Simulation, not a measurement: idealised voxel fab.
The name of this process module is voxel released beams.
It is cross-section cut that appears here, measuring 165 nm in width, its square cells being 5 nm in size.
For the purposes of this document, a cross-section shall be understood as a grid of square cells, specified as bands listed in top-to-bottom order, each band consisting of one or more rows of cells. Each band's line starts with the height of the band's top and of its bottom, in nm. Then come its materials from left to right, each with its width in nm. One material with "full width" fills the band from edge to edge. "air" is empty space. Heights are expressed relative to 0, this being the level below which the as-received wafer comprises one material exclusively. The lowest band is unbounded in the downward direction and is denoted as in "0 -> down". A width given as "30 to 40" starts at the first number in the band's top row and ends at the second number in its bottom row, shifting by an equal amount at every step from row to row. For the purposes of this document, the phrase "no modifications" attached to a step denotes that no cell within the cross-section was modified by that step. "Sealed-off cavities": empty spaces of 8 cells or more with no open way to the top, each given as width x height at distance, distance from the left edge, all in nm. That trailing text on a step's line, after the settings, is the simulator's own remark on the step. Each step line may optionally specify "overlay nm", which for a step with a mask gives the rightward distance between the mask's planned place and where it lay, a negative value indicating the leftward direction.

List of planned process steps:
| 1 | RECEIVE (material Si) |
| 2 | CONFORMAL_DEP (material SiN; thk nm 10) |
| 3 | DIRECTIONAL_DEP (material SiO2; thk nm 15) |
| 4 | PATTERN (tone open; mask id ANCHOR; material resist; width nm 40; thk nm 15; overlay nm 0) |
| 5 | DIRECTIONAL_ETCH (etch materials SiO2; depth nm 15) |
| 6 | STRIP (etch materials resist) |
| 7 | CONFORMAL_DEP (material W; thk nm 15) |
| 8 | DIRECTIONAL_DEP (material aC; thk nm 10) |
| 9 | PATTERN (tone cover; mask id BEAM; material resist; width nm 110; thk nm 30; overlay nm 0) |
| 10 | DIRECTIONAL_ETCH (etch materials aC; depth nm 5) |
| 11 | STRIP (etch materials resist) |
| 12 | DIRECTIONAL_ETCH (etch materials W; depth nm 15) |
| 13 | STRIP (etch materials aC) |
| 14 | STRIP (etch materials SiO2) |
The wafers are alike at the start. At step 10, their depth nm differs. The plan lists the first wafer's value.

As-received state after step 1, first of several wafers, cross-section:
  0 -> down  Si full width
  Sealed-off cavities: none

Per wafer, end of module: cells gained (+) or lost (-) per material since receipt, then closed voids:
depth nm 5, +66 SiN, +75 SiO2, +117 W, Sealed-off cavities: none
depth nm 10, +66 SiN, +84 W, Sealed-off cavities: none
depth nm 15, +66 SiN, +84 W, Sealed-off cavities: none
depth nm 20, +66 SiN, +84 W, Sealed-off cavities: none
depth nm 25, +66 SiN, +84 W, Sealed-off cavities: none
